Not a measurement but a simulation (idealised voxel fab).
Name of the process module below: voxel plated lines
Section shown: cut. Width: 270 nm. Cell size: 5 nm, square.
When this document writes out a cross-section, it uses a grid of square cells and lists it as bands, beginning at the top and moving down, with a band standing for one or more rows of cells.
Band: top and bottom heights (nm) first, top before bottom; then materials from left to right, widths in nm. "everywhere" marks a sole material filling the band edge to edge. "air" denotes empty space.
Note: height 0 marks the level under which the wafer is uniformly one material as received. Lowest band unbounded below, written "from 0 down".
Read "30 to 40" as a graded width: first number on top, second number at the bottom, same change between each pair of neighbouring rows.
Step note "nothing altered" = no cross-section cell changed.
The entry "Entrapped voids" lists the empty spaces that cover at least 8 cells and have no open path to the top. Each is written as width x height at distance, where the distance is measured from the left edge and all three values are in nm.
Whatever follows a step's settings on its line is a remark the simulator itself makes about that step.
overlay nm: where the mask lay relative to plan, measured to the right, on steps with a mask; negatives go left.

[Below is the list of planned process steps]
1 RECEIVE: material Si
2 CONFORMAL_DEP: material SiO2, thk nm 10
3 DIRECTIONAL_DEP: material TiN, thk nm 5
4 PATTERN: tone open, mask id LINES, material resist, width nm 25, pitch nm 40, thk nm 20, overlay nm 0
5 EPI: material Ru, thk nm 5
6 STRIP: etch materials resist
7 DIRECTIONAL_ETCH: etch materials TiN, depth nm 5
8 CONFORMAL_DEP: material SiN, thk nm 5

[Of two wafers, the first: run according to plan]

[Cross-section of the incoming wafer, state after step 1]
from 0 down | Si everywhere
Entrapped voids: none

[Wafer xsec, post step 2]
from 10 to 0 | SiO2 everywhere
Under the height 0 nothing was changed.

[Wafer xsec, post step 3]
from 15 to 10 | TiN everywhere
Under the height 10 nothing was changed.

[Wafer xsec, post step 4]
from 35 to 15 | resist 80 / air 25 / resist 15 / air 25 / resist 15 / air 25 / resist 85
Under the height 15 nothing was changed.

[Wafer xsec, post step 5]
from 35 to 20 | resist 80 / air 25 / resist 15 / air 25 / resist 15 / air 25 / resist 85
from 20 to 15 | resist 80 / Ru 25 / resist 15 / Ru 25 / resist 15 / Ru 25 / resist 85
Under the height 15 nothing was changed.

[Wafer xsec, post step 6]
from 20 to 15 | air 80 / Ru 25 / air 15 / Ru 25 / air 15 / Ru 25 / air 85
Under the height 15 nothing was changed.

[Wafer xsec, post step 7]
from 20 to 15 | air 80 / Ru 25 / air 15 / Ru 25 / air 15 / Ru 25 / air 85
from 15 to 10 | air 80 / TiN 25 / air 15 / TiN 25 / air 15 / TiN 25 / air 85
Under the height 10 nothing was changed.

[Wafer xsec, post step 8]
from 25 to 20 | air 75 / SiN 35 / air 5 / SiN 35 / air 5 / SiN 35 / air 80
from 20 to 15 | air 75 / SiN 5 / Ru 25 / SiN 5 / air 5 / SiN 5 / Ru 25 / SiN 5 / air 5 / SiN 5 / Ru 25 / SiN 5 / air 80
from 15 to 10 | SiN 80 / TiN 25 / SiN 15 / TiN 25 / SiN 15 / TiN 25 / SiN 85
Under the height 10 nothing was changed.

[The Second Wafer: Common Origin and Plan, One Mistake in Execution, Identical to the First Through Step 1]

[What the second wafer looks like in cross-section when step 2 should have wrapped up]
from 5 to 0 | TiN everywhere
Under the height 0 nothing was changed.

[What the second wafer looks like in cross-section when step 3 should have wrapped up]
from 15 to 5 | SiO2 everywhere
Under the height 5 nothing was changed.

[What the second wafer looks like in cross-section when step 4 should have wrapped up]
from 35 to 15 | resist 80 / air 25 / resist 15 / air 25 / resist 15 / air 25 / resist 85
Under the height 15 nothing was changed.

What the second wafer looks like in cross-section when step 5 should have wrapped up: nothing altered

[What the second wafer looks like in cross-section when step 6 should have wrapped up]
from 15 to 5 | SiO2 everywhere
Under the height 5 nothing was changed.

What the second wafer looks like in cross-section when step 7 should have wrapped up: nothing altered

[What the second wafer looks like in cross-section when step 8 should have wrapped up]
from 20 to 15 | SiN everywhere
Under the height 15 nothing was changed.
Where did the run depart from the plan? steps 2 and 3 of the plan were each performed in the slot designated for the other
Looking at both finished wafers in cells, the second ends up ahead of or behind the first on some materials: 15 fewer of Ru | 12 fewer of SiN | 39 more of TiN
